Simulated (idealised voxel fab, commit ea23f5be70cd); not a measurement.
Name of the process module below: voxel spacer lines
We display cut, a cross-section 140 nm in width whose square cells are each 5 nm.
Notation: cross-section as square-cell grid; stated in bands, top first, going down; one or more cell rows per band. The band entry comprises the height of the band's top followed by the height of its bottom, expressed in nm, and subsequently the band's materials from left to right, each stated together with its width in nm. Where a single material is marked with the word "throughout", that material fills the band from edge to edge. The word "empty" represents empty space. For the purposes of this specification, 0 denotes the height below which the wafer in its as-received condition is composed wholly of one material, and the lowermost band, lacking a lower limit, extends downward without end, as expressed in "0 nm and below". The two numbers in a width such as "30 to 40" mark its ends across the band: the first belongs to the top row of cells, the second to the bottom row, and from each row to the next the width moves by the same amount. "all unchanged" for a step: no cell of the cross-section changed in that step. The entry "Closed void register" lists the empty spaces that cover at least 8 cells and have no open path to the top. Each is written as width x height at distance, where the distance is measured from the left edge and all three values are in nm. Formally, on a step line, whatever follows the settings is a remark that the simulator itself makes on the step. "overlay nm" on a masked step: distance the mask lay right of its planned place, negative for left.

### Steps planned for the process
- 1: RECEIVE: material Si
- 2: CONFORMAL_DEP: material SiO2, thk nm 5
- 3: DIRECTIONAL_DEP: material TiN, thk nm 20
- 4: DIRECTIONAL_DEP: material aC, thk nm 20
- 5: PATTERN: tone cover, mask id MANDREL, material resist, width nm 20, pitch nm 60, thk nm 30, overlay nm 0
- 6: DIRECTIONAL_ETCH: etch materials aC, depth nm 20
- 7: STRIP: etch materials resist
- 8: CONFORMAL_DEP: material SiN, thk nm 10
- 9: DIRECTIONAL_ETCH: etch materials SiN, depth nm 10
- 10: STRIP: etch materials aC
- 11: DIRECTIONAL_ETCH: etch materials TiN, depth nm 20
- 12: STRIP: etch materials SiN
- 13: FILL_DEP: material SiO2, thk nm 5
- 14: CMP: height nm 25

### What follows covers the first of two wafers; it ran as planned

### Wafer cross-section on receipt, i.e. after step 1
> 0 nm and below = Si throughout
> Closed void register: none

### You're looking at a cross-section of the wafer after step 2
> 5 nm to 0 nm = SiO2 throughout
> Below 0 it's all the same as before, nothing changed down there.

### You're looking at a cross-section of the wafer after step 3
> 25 nm to 5 nm = TiN throughout
> Below 5 it's all the same as before, nothing changed down there.

### You're looking at a cross-section of the wafer after step 4
> 45 nm to 25 nm = aC throughout
> Below 25 it's all the same as before, nothing changed down there.

### You're looking at a cross-section of the wafer after step 5
> 75 nm to 45 nm = 30 nm empty; 20 nm resist; 40 nm empty; 20 nm resist; 30 nm empty
> Below 45 it's all the same as before, nothing changed down there.

### You're looking at a cross-section of the wafer after step 6
> 55 nm to 45 nm = 30 nm empty; 20 nm resist; 40 nm empty; 20 nm resist; 30 nm empty
> 45 nm to 25 nm = 30 nm empty; 20 nm aC; 40 nm empty; 20 nm aC; 30 nm empty
> Below 25 it's all the same as before, nothing changed down there.

### You're looking at a cross-section of the wafer after step 7
> 45 nm to 25 nm = 30 nm empty; 20 nm aC; 40 nm empty; 20 nm aC; 30 nm empty
> Below 25 it's all the same as before, nothing changed down there.

### You're looking at a cross-section of the wafer after step 8
> 55 nm to 45 nm = 20 nm empty; 40 nm SiN; 20 nm empty; 40 nm SiN; 20 nm empty
> 45 nm to 35 nm = 20 nm empty; 10 nm SiN; 20 nm aC; 10 nm SiN; 20 nm empty; 10 nm SiN; 20 nm aC; 10 nm SiN; 20 nm empty
> 35 nm to 25 nm = 30 nm SiN; 20 nm aC; 40 nm SiN; 20 nm aC; 30 nm SiN
> Below 25 it's all the same as before, nothing changed down there.

### You're looking at a cross-section of the wafer after step 9
> 45 nm to 25 nm = 20 nm empty; 10 nm SiN; 20 nm aC; 10 nm SiN; 20 nm empty; 10 nm SiN; 20 nm aC; 10 nm SiN; 20 nm empty
> Below 25 it's all the same as before, nothing changed down there.

### You're looking at a cross-section of the wafer after step 10
> 45 nm to 25 nm = 20 nm empty; 10 nm SiN; 20 nm empty; 10 nm SiN; 20 nm empty; 10 nm SiN; 20 nm empty; 10 nm SiN; 20 nm empty
> Below 25 it's all the same as before, nothing changed down there.

### You're looking at a cross-section of the wafer after step 11
> 45 nm to 25 nm = 20 nm empty; 10 nm SiN; 20 nm empty; 10 nm SiN; 20 nm empty; 10 nm SiN; 20 nm empty; 10 nm SiN; 20 nm empty
> 25 nm to 5 nm = 20 nm empty; 10 nm TiN; 20 nm empty; 10 nm TiN; 20 nm empty; 10 nm TiN; 20 nm empty; 10 nm TiN; 20 nm empty
> Below 5 it's all the same as before, nothing changed down there.

### You're looking at a cross-section of the wafer after step 12
> 25 nm to 5 nm = 20 nm empty; 10 nm TiN; 20 nm empty; 10 nm TiN; 20 nm empty; 10 nm TiN; 20 nm empty; 10 nm TiN; 20 nm empty
> Below 5 it's all the same as before, nothing changed down there.

### You're looking at a cross-section of the wafer after step 13
> 30 nm to 25 nm = SiO2 throughout
> 25 nm to 5 nm = 20 nm SiO2; 10 nm TiN; 20 nm SiO2; 10 nm TiN; 20 nm SiO2; 10 nm TiN; 20 nm SiO2; 10 nm TiN; 20 nm SiO2
> Below 5 it's all the same as before, nothing changed down there.

### You're looking at a cross-section of the wafer after step 14
> 25 nm to 5 nm = 20 nm SiO2; 10 nm TiN; 20 nm SiO2; 10 nm TiN; 20 nm SiO2; 10 nm TiN; 20 nm SiO2; 10 nm TiN; 20 nm SiO2
> Below 5 it's all the same as before, nothing changed down there.

### Wafer two of two - same starting point, same process plan, one mistake in execution; matches wafer one up to and including step 12

### Cross-section of the second wafer when, according to plan, step 13 should have finished
> 35 nm to 25 nm = SiO2 throughout
> 25 nm to 5 nm = 20 nm SiO2; 10 nm TiN; 20 nm SiO2; 10 nm TiN; 20 nm SiO2; 10 nm TiN; 20 nm SiO2; 10 nm TiN; 20 nm SiO2
> Below 5 it's all the same as before, nothing changed down there.

### Cross-section of the second wafer when, according to plan, step 14 should have finished
> 25 nm to 5 nm = 20 nm SiO2; 10 nm TiN; 20 nm SiO2; 10 nm TiN; 20 nm SiO2; 10 nm TiN; 20 nm SiO2; 10 nm TiN; 20 nm SiO2
> Below 5 it's all the same as before, nothing changed down there.
Misprocessing identified: plan step 13 ran twice
The two wafers come out with the same cross-section, meaning that, for this model, the mistake has no consequence in the computed result.
